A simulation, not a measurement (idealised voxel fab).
The process module that follows is named voxel capacitor over wiring.
270 nm wide, 5 nm square cells: that's cross-section cut.
Format of a cross-section: grid, square cells. Given as bands. Order: top down. Band: one or more rows of cells. Band: top height; bottom height; in nm. Then, left to right: material with width in nm, for each material. "edge to edge": a single material spanning edge to edge. "air": empty space. Counting heights begins at 0, where everything beneath is, in the wafer as received, one material. The lowest band has no bottom; it goes on downwards, as "0..down" shows. The notation "30 to 40" denotes a width that varies across the rows of cells in the band, beginning at the first number in the top row, finishing at the second number in the bottom row, and changing by an identical amount from each row to the next. Key: "no alteration" - step with no changed cell in the cross-section. In "Enclosed cavity list" the enclosed voids are listed, meaning empty spaces of 8 cells or larger without any opening to the top. The form is width x height at distance, distance from the left edge, units nm. Where a step's line continues beyond its settings, the continuation is a remark by the simulator itself on that step. "overlay nm" answers the question of how far to the right of plan the mask lay on a step that has a mask, and when it is negative the answer is to the left. Read the rest as pairs. Take the cross-section before one process step, then the cross-section after it, which shows only down to the lowest band that changed. Under the pair, find the step between them and its settings. Bear in mind that pairs may come from different runs of this module on the same starting wafer: link a pair to the pair above it only where its entry headed "Pre-step profile" says to.
**Pre-step profile**
105..85 | 85 of air | 75 of resist | 110 of air
85..75 | 85 of air | 5 of resist | 65 of TiN | 5 of resist | 110 of air
75..70 | 85 of air | 5 of resist | 65 of Al2O3 | 5 of resist | 110 of air
70..65 | TiN edge to edge
65..50 | 90 of lowk | 5 of TiN | 5 of Cu | 5 of TiN | 165 of lowk
50..45 | 90 of SiCN | 15 of TiN | 165 of SiCN
45..40 | 70 of SiCN | 40 of Ru | 50 of SiCN | 40 of Ru | 70 of SiCN
40..25 | 75 of SiO2 | 5 of TiN | 20 of Ru | 5 of TiN | 60 of SiO2 | 5 of TiN | 20 of Ru | 5 of TiN | 75 of SiO2
25..20 | 75 of SiO2 | 30 of TiN | 60 of SiO2 | 30 of TiN | 75 of SiO2
20..0 | SiO2 edge to edge
0..down | Si edge to edge
Enclosed cavity list: none
**Sectional View, Post-Process**
105..85 | 85 of air | 75 of resist | 110 of air
85..75 | 85 of air | 5 of resist | 65 of TiN | 5 of resist | 110 of air
75..70 | 85 of air | 5 of resist | 65 of Al2O3 | 5 of resist | 110 of air
70..65 | 85 of air | 75 of TiN | 110 of air
Everything under 65 stays put, no change at all.
Enclosed cavity list: none
Which operation links the two cross-sections above? DIRECTIONAL_ETCH: etch materials TiN, depth nm 5
Pre-step profile: see preceding pair, after cross-section.
**Sectional View, Post-Process**
85..75 | 90 of air | 65 of TiN | 115 of air
75..70 | 90 of air | 65 of Al2O3 | 115 of air
Everything under 70 stays put, no change at all.
Enclosed cavity list: none
Which operation links the two cross-sections above? STRIP: etch materials resist
Pre-step profile: see preceding pair, after cross-section.
**Sectional View, Post-Process**
100..85 | SiO2 edge to edge
85..75 | 90 of SiO2 | 65 of TiN | 115 of SiO2
75..70 | 90 of SiO2 | 65 of Al2O3 | 115 of SiO2
70..65 | 85 of SiO2 | 75 of TiN | 110 of SiO2
Everything under 65 stays put, no change at all.
Enclosed cavity list: none
Which operation links the two cross-sections above? FILL_DEP: material SiO2, thk nm 15
Pre-step profile: see preceding pair, after cross-section.
**Sectional View, Post-Process**
95..85 | SiO2 edge to edge
Everything under 85 stays put, no change at all.
Enclosed cavity list: none
Which operation links the two cross-sections above? CMP: height nm 95
Pre-step profile: see preceding pair, after cross-section.
**Sectional View, Post-Process**
95..85 | 100 of SiO2 | 15 of air | 155 of SiO2
Everything under 85 stays put, no change at all.
Enclosed cavity list: none
Which operation links the two cross-sections above? MASKED_ETCH: tone open, mask id PLUG_2, width nm 15, etch materials SiO2, depth nm 10, overlay nm 0
Pre-step profile: see preceding pair, after cross-section.
**Sectional View, Post-Process**
100..95 | 105 of TiN | 5 of air | 160 of TiN
95..90 | 100 of SiO2 | 5 of TiN | 5 of air | 5 of TiN | 155 of SiO2
90..85 | 100 of SiO2 | 15 of TiN | 155 of SiO2
Everything under 85 stays put, no change at all.
Enclosed cavity list: none
Which operation links the two cross-sections above? CONFORMAL_DEP: material TiN, thk nm 5
Pre-step profile: see preceding pair, after cross-section.
**Sectional View, Post-Process**
110..100 | Cu edge to edge
100..95 | 105 of TiN | 5 of Cu | 160 of TiN
95..90 | 100 of SiO2 | 5 of TiN | 5 of Cu | 5 of TiN | 155 of SiO2
Everything under 90 stays put, no change at all.
Enclosed cavity list: none
Which operation links the two cross-sections above? FILL_DEP: material Cu, thk nm 10
Pre-step profile: see preceding pair, after cross-section.
**Sectional View, Post-Process**
95..90 | 100 of SiO2 | 5 of TiN | 5 of Cu | 5 of TiN | 155 of SiO2
Everything under 90 stays put, no change at all.
Enclosed cavity list: none
Which operation links the two cross-sections above? CMP: height nm 95
Pre-step profile: see preceding pair, after cross-section.
**Sectional View, Post-Process**
100..95 | SiCN edge to edge
Everything under 95 stays put, no change at all.
Enclosed cavity list: none
Which operation links the two cross-sections above? CONFORMAL_DEP: material SiCN, thk nm 5
**Pre-step profile**
40..20 | SiO2 edge to edge
20..15 | SiN edge to edge
15..0 | SiO2 edge to edge
0..down | Si edge to edge
Enclosed cavity list: none
**Sectional View, Post-Process**
60..40 | 75 of air | 30 of resist | 60 of air | 30 of resist | 75 of air
Everything under 40 stays put, no change at all.
Enclosed cavity list: none
Which operation links the two cross-sections above? PATTERN: tone cover, mask id METAL_1, material resist, width nm 30, pitch nm 90, thk nm 20, overlay nm 0
Pre-step profile: see preceding pair, after cross-section.
**Sectional View, Post-Process**
60..40 | 75 of air | 30 of resist | 60 of air | 30 of resist | 75 of air
40..20 | 75 of air | 30 of SiO2 | 60 of air | 30 of SiO2 | 75 of air
Everything under 20 stays put, no change at all.
Enclosed cavity list: none
Which operation links the two cross-sections above? DIRECTIONAL_ETCH: etch materials SiO2, depth nm 20
Pre-step profile: see preceding pair, after cross-section.
**Sectional View, Post-Process**
60..40 | 75 of air | 30 of resist | 60 of air | 30 of resist | 75 of air
40..20 | 75 of air | 30 of SiO2 | 60 of air | 30 of SiO2 | 75 of air
20..15 | 75 of air | 30 of SiN | 60 of air | 30 of SiN | 75 of air
Everything under 15 stays put, no change at all.
Enclosed cavity list: none
Which operation links the two cross-sections above? DIRECTIONAL_ETCH: etch materials SiN, depth nm 5
Pre-step profile: see preceding pair, after cross-section.
**Sectional View, Post-Process**
40..20 | 75 of air | 30 of SiO2 | 60 of air | 30 of SiO2 | 75 of air
Everything under 20 stays put, no change at all.
Enclosed cavity list: none
Which operation links the two cross-sections above? STRIP: etch materials resist
Pre-step profile: see preceding pair, after cross-section.
**Sectional View, Post-Process**
45..40 | 70 of air | 40 of TiN | 50 of air | 40 of TiN | 70 of air
40..20 | 70 of air | 5 of TiN | 30 of SiO2 | 5 of TiN | 50 of air | 5 of TiN | 30 of SiO2 | 5 of TiN | 70 of air
20..15 | 75 of TiN | 30 of SiN | 60 of TiN | 30 of SiN | 75 of TiN
Everything under 15 stays put, no change at all.
Enclosed cavity list: none
Which operation links the two cross-sections above? CONFORMAL_DEP: material TiN, thk nm 5
Pre-step profile: see preceding pair, after cross-section.
**Sectional View, Post-Process**
55..45 | Ru edge to edge
45..40 | 70 of Ru | 40 of TiN | 50 of Ru | 40 of TiN | 70 of Ru
40..20 | 70 of Ru | 5 of TiN | 30 of SiO2 | 5 of TiN | 50 of Ru | 5 of TiN | 30 of SiO2 | 5 of TiN | 70 of Ru
Everything under 20 stays put, no change at all.
Enclosed cavity list: none
Which operation links the two cross-sections above? FILL_DEP: material Ru, thk nm 10
Pre-step profile: see preceding pair, after cross-section.
**Sectional View, Post-Process**
40..20 | 70 of Ru | 5 of TiN | 30 of SiO2 | 5 of TiN | 50 of Ru | 5 of TiN | 30 of SiO2 | 5 of TiN | 70 of Ru
Everything under 20 stays put, no change at all.
Enclosed cavity list: none
Which operation links the two cross-sections above? CMP: height nm 40
Pre-step profile: see preceding pair, after cross-section.
**Sectional View, Post-Process**
45..40 | 80 of Ru | 20 of air | 70 of Ru | 20 of air | 80 of Ru
Everything under 40 stays put, no change at all.
Enclosed cavity list: none
Which operation links the two cross-sections above? EPI: material Ru, thk nm 5
Pre-step profile: see preceding pair, after cross-section.
**Sectional View, Post-Process**
50..45 | SiCN edge to edge
45..40 | 80 of Ru | 20 of SiCN | 70 of Ru | 20 of SiCN | 80 of Ru
Everything under 40 stays put, no change at all.
Enclosed cavity list: none
Which operation links the two cross-sections above? FILL_DEP: material SiCN, thk nm 5
Pre-step profile: see preceding pair, after cross-section.
**Sectional View, Post-Process**
65..50 | lowk edge to edge
Everything under 50 stays put, no change at all.
Enclosed cavity list: none
Which operation links the two cross-sections above? DIRECTIONAL_DEP: material lowk, thk nm 15
Pre-step profile: see preceding pair, after cross-section.
**Sectional View, Post-Process**
75..65 | aC edge to edge
Everything under 65 stays put, no change at all.
Enclosed cavity list: none
Which operation links the two cross-sections above? DIRECTIONAL_DEP: material aC, thk nm 10
Pre-step profile: see preceding pair, after cross-section.
**Sectional View, Post-Process**
100..75 | 90 of resist | 15 of air | 165 of resist
Everything under 75 stays put, no change at all.
Enclosed cavity list: none
Which operation links the two cross-sections above? PATTERN: tone open, mask id PLUG_1, material resist, width nm 15, thk nm 25, overlay nm 0
Pre-step profile: see preceding pair, after cross-section.
**Sectional View, Post-Process**
90..75 | 90 of resist | 15 of air | 165 of resist
75..65 | 90 of aC | 15 of air | 165 of aC
Everything under 65 stays put, no change at all.
Enclosed cavity list: none
Which operation links the two cross-sections above? DIRECTIONAL_ETCH: etch materials aC, depth nm 10
Pre-step profile: see preceding pair, after cross-section.
**Sectional View, Post-Process**
75..65 | 90 of aC | 15 of air | 165 of aC
Everything under 65 stays put, no change at all.
Enclosed cavity list: none
Which operation links the two cross-sections above? STRIP: etch materials resist
Pre-step profile: see preceding pair, after cross-section.
**Sectional View, Post-Process**
75..65 | 90 of aC | 15 of air | 165 of aC
65..50 | 90 of lowk | 15 of air | 165 of lowk
Everything under 50 stays put, no change at all.
Enclosed cavity list: none
Which operation links the two cross-sections above? DIRECTIONAL_ETCH: etch materials lowk, depth nm 15
Pre-step profile: see preceding pair, after cross-section.
**Sectional View, Post-Process**
75..65 | 90 of aC | 15 of air | 165 of aC
65..50 | 90 of lowk | 15 of air | 165 of lowk
50..45 | 90 of SiCN | 15 of air | 165 of SiCN
Everything under 45 stays put, no change at all.
Enclosed cavity list: none
Which operation links the two cross-sections above? DIRECTIONAL_ETCH: etch materials SiCN, depth nm 5
Pre-step profile: see preceding pair, after cross-section.
**Sectional View, Post-Process**
65..50 | 90 of lowk | 15 of air | 165 of lowk
Everything under 50 stays put, no change at all.
Enclosed cavity list: none
Which operation links the two cross-sections above? STRIP: etch materials aC
Pre-step profile: see preceding pair, after cross-section.
**Sectional View, Post-Process**
70..65 | 95 of TiN | 5 of air | 170 of TiN
65..50 | 90 of lowk | 5 of TiN | 5 of air | 5 of TiN | 165 of lowk
50..45 | 90 of SiCN | 15 of TiN | 165 of SiCN
Everything under 45 stays put, no change at all.
Enclosed cavity list: none
Which operation links the two cross-sections above? CONFORMAL_DEP: material TiN, thk nm 5
Pre-step profile: see preceding pair, after cross-section.
**Sectional View, Post-Process**
75..70 | Cu edge to edge
70..65 | 95 of TiN | 5 of Cu | 170 of TiN
65..50 | 90 of lowk | 5 of TiN | 5 of Cu | 5 of TiN | 165 of lowk
Everything under 50 stays put, no change at all.
Enclosed cavity list: none
Which operation links the two cross-sections above? FILL_DEP: material Cu, thk nm 5
Pre-step profile: see preceding pair, after cross-section.
**Sectional View, Post-Process**
65..50 | 90 of lowk | 5 of TiN | 5 of Cu | 5 of TiN | 165 of lowk
Everything under 50 stays put, no change at all.
Enclosed cavity list: none
Which operation links the two cross-sections above? CMP: height nm 65
Pre-step profile: see preceding pair, after cross-section.
**Sectional View, Post-Process**
70..65 | TiN edge to edge
Everything under 65 stays put, no change at all.
Enclosed cavity list: none
Which operation links the two cross-sections above? DIRECTIONAL_DEP: material TiN, thk nm 5
Pre-step profile: see preceding pair, after cross-section.
**Sectional View, Post-Process**
75..70 | Al2O3 edge to edge
Everything under 70 stays put, no change at all.
Enclosed cavity list: none
Which operation links the two cross-sections above? DIRECTIONAL_DEP: material Al2O3, thk nm 5
Pre-step profile: see preceding pair, after cross-section.
**Sectional View, Post-Process**
85..75 | TiN edge to edge
Everything under 75 stays put, no change at all.
Enclosed cavity list: none
Which operation links the two cross-sections above? DIRECTIONAL_DEP: material TiN, thk nm 10
Pre-step profile: see preceding pair, after cross-section.
**Sectional View, Post-Process**
100..85 | aC edge to edge
Everything under 85 stays put, no change at all.
Enclosed cavity list: none
Which operation links the two cross-sections above? DIRECTIONAL_DEP: material aC, thk nm 15
Pre-step profile: see preceding pair, after cross-section.
**Sectional View, Post-Process**
135..100 | 90 of air | 65 of resist | 115 of air
Everything under 100 stays put, no change at all.
Enclosed cavity list: none
Which operation links the two cross-sections above? PATTERN: tone cover, mask id UPPER_PLATE, material resist, width nm 65, thk nm 35, overlay nm 0
Pre-step profile: see preceding pair, after cross-section.
**Sectional View, Post-Process**
120..100 | 90 of air | 65 of resist | 115 of air
100..85 | 90 of air | 65 of aC | 115 of air
Everything under 85 stays put, no change at all.
Enclosed cavity list: none
Which operation links the two cross-sections above? DIRECTIONAL_ETCH: etch materials aC, depth nm 15
Pre-step profile: see preceding pair, after cross-section.
**Sectional View, Post-Process**
100..85 | 90 of air | 65 of aC | 115 of air
Everything under 85 stays put, no change at all.
Enclosed cavity list: none
Which operation links the two cross-sections above? STRIP: etch materials resist
Pre-step profile: see preceding pair, after cross-section.
**Sectional View, Post-Process**
100..85 | 90 of air | 65 of aC | 115 of air
85..75 | 90 of air | 65 of TiN | 115 of air
Everything under 75 stays put, no change at all.
Enclosed cavity list: none
Which operation links the two cross-sections above? DIRECTIONAL_ETCH: etch materials TiN, depth nm 10
Pre-step profile: see preceding pair, after cross-section.
**Sectional View, Post-Process**
100..85 | 90 of air | 65 of aC | 115 of air
85..75 | 90 of air | 65 of TiN | 115 of air
75..70 | 90 of air | 65 of Al2O3 | 115 of air
Everything under 70 stays put, no change at all.
Enclosed cavity list: none
Which operation links the two cross-sections above? DIRECTIONAL_ETCH: etch materials Al2O3, depth nm 5
Pre-step profile: see preceding pair, after cross-section.
**Sectional View, Post-Process**
85..75 | 90 of air | 65 of TiN | 115 of air
Everything under 75 stays put, no change at all.
Enclosed cavity list: none
Which operation links the two cross-sections above? STRIP: etch materials aC
Pre-step profile: see preceding pair, after cross-section.
**Sectional View, Post-Process**
105..85 | 85 of air | 75 of resist | 110 of air
85..75 | 85 of air | 5 of resist | 65 of TiN | 5 of resist | 110 of air
75..70 | 85 of air | 5 of resist | 65 of Al2O3 | 5 of resist | 110 of air
Everything under 70 stays put, no change at all.
Enclosed cavity list: none
Which operation links the two cross-sections above? PATTERN: tone cover, mask id LOWER_PLATE, material resist, width nm 75, thk nm 20, overlay nm 0
Pre-step profile: see preceding pair, after cross-section.
**Sectional View, Post-Process**
105..85 | 85 of air | 75 of resist | 110 of air
85..75 | 85 of air | 5 of resist | 65 of TiN | 5 of resist | 110 of air
75..70 | 85 of air | 5 of resist | 65 of Al2O3 | 5 of resist | 110 of air
70..65 | 85 of air | 75 of TiN | 110 of air
Everything under 65 stays put, no change at all.
Enclosed cavity list: none
Which operation links the two cross-sections above? DIRECTIONAL_ETCH: etch materials TiN, depth nm 5
Pre-step profile: see preceding pair, after cross-section.
**Sectional View, Post-Process**
85..75 | 90 of air | 65 of TiN | 115 of air
75..70 | 90 of air | 65 of Al2O3 | 115 of air
Everything under 70 stays put, no change at all.
Enclosed cavity list: none
Which operation links the two cross-sections above? STRIP: etch materials resist
Pre-step profile: see preceding pair, after cross-section.
**Sectional View, Post-Process**
100..85 | SiO2 edge to edge
85..75 | 90 of SiO2 | 65 of TiN | 115 of SiO2
75..70 | 90 of SiO2 | 65 of Al2O3 | 115 of SiO2
70..65 | 85 of SiO2 | 75 of TiN | 110 of SiO2
Everything under 65 stays put, no change at all.
Enclosed cavity list: none
Which operation links the two cross-sections above? FILL_DEP: material SiO2, thk nm 15
Pre-step profile: see preceding pair, after cross-section.
**Sectional View, Post-Process**
95..85 | SiO2 edge to edge
Everything under 85 stays put, no change at all.
Enclosed cavity list: none
Which operation links the two cross-sections above? CMP: height nm 95
Pre-step profile: see preceding pair, after cross-section.
**Sectional View, Post-Process**
95..85 | 100 of SiO2 | 15 of air | 155 of SiO2
Everything under 85 stays put, no change at all.
Enclosed cavity list: none
Which operation links the two cross-sections above? MASKED_ETCH: tone open, mask id PLUG_2, width nm 15, etch materials SiO2, depth nm 10, overlay nm 0
Pre-step profile: see preceding pair, after cross-section.
**Sectional View, Post-Process**
100..95 | 105 of TiN | 5 of air | 160 of TiN
95..90 | 100 of SiO2 | 5 of TiN | 5 of air | 5 of TiN | 155 of SiO2
90..85 | 100 of SiO2 | 15 of TiN | 155 of SiO2
Everything under 85 stays put, no change at all.
Enclosed cavity list: none
Which operation links the two cross-sections above? CONFORMAL_DEP: material TiN, thk nm 5
Pre-step profile: see preceding pair, after cross-section.
**Sectional View, Post-Process**
110..100 | Cu edge to edge
100..95 | 105 of TiN | 5 of Cu | 160 of TiN
95..90 | 100 of SiO2 | 5 of TiN | 5 of Cu | 5 of TiN | 155 of SiO2
Everything under 90 stays put, no change at all.
Enclosed cavity list: none
Which operation links the two cross-sections above? FILL_DEP: material Cu, thk nm 10
Pre-step profile: see preceding pair, after cross-section.
**Sectional View, Post-Process**
95..90 | 100 of SiO2 | 5 of TiN | 5 of Cu | 5 of TiN | 155 of SiO2
Everything under 90 stays put, no change at all.
Enclosed cavity list: none
Which operation links the two cross-sections above? CMP: height nm 95
Pre-step profile: see preceding pair, after cross-section.
**Sectional View, Post-Process**
100..95 | SiCN edge to edge
Everything under 95 stays put, no change at all.
Enclosed cavity list: none
Which operation links the two cross-sections above? CONFORMAL_DEP: material SiCN, thk nm 5
